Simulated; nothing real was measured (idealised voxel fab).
process module | voxel double patterning
cross-section cut | 190 nm wide | cells 5 nm
A cross-section is a grid of square cells, given in bands from the top down. A band is one or more rows of cells.
Each band's line starts with the height of the band's top and of its bottom, in nm. Then come its materials from left to right, each with its width in nm. One material with "throughout" fills the band from edge to edge. "air" is empty space.
Height 0 is the level under which the wafer as received is all one material. The lowest band goes on downwards, as in "0 down".
A width such as "30 to 40" changes by the same amount from each row of cells to the next, from the band's top row to its bottom row.
"no change" after a step means that no cell of the cross-section changed.
closed voids: empty space of 8 cells or more with no open way to the top, each as width x height at its distance from the left edge, in nm
after a step's settings: what the simulator itself notes on the step
overlay nm, on a step with a mask: how far to the right of its planned place the mask lay; to the left if negative
plan
1 op RECEIVE | material Si
2 op CONFORMAL_DEP | material SiO2 | thk nm 5
3 op DIRECTIONAL_DEP | material polySi | thk nm 10
4 op DIRECTIONAL_DEP | material SiCN | thk nm 5
5 op DIRECTIONAL_DEP | material aC | thk nm 15
6 op PATTERN | tone open | mask id FIRST | material resist | width nm 15 | pitch nm 50 | thk nm 35 | overlay nm 0
7 op DIRECTIONAL_ETCH | etch materials aC | depth nm 15
8 op STRIP | etch materials resist
9 op DIRECTIONAL_ETCH | etch materials SiCN | depth nm 5
10 op STRIP | etch materials aC
11 op MASKED_ETCH | tone open | mask id SECOND | width nm 15 | pitch nm 50 | etch materials SiCN | depth nm 5 | overlay nm 0
12 op DIRECTIONAL_ETCH | etch materials polySi | depth nm 10
13 op STRIP | etch materials SiCN
as received, after step 1
  0 down: Si throughout
  closed voids: none
a wafer at the end: this start, this plan, one mistake
  10 to 0: polySi 35 | air 15 | polySi 10 | air 15 | polySi 10 | air 15 | polySi 10 | air 15 | polySi 10 | air 15 | polySi 40
  0 down: Si throughout
  closed voids: none
what went wrong: step 2 was left out
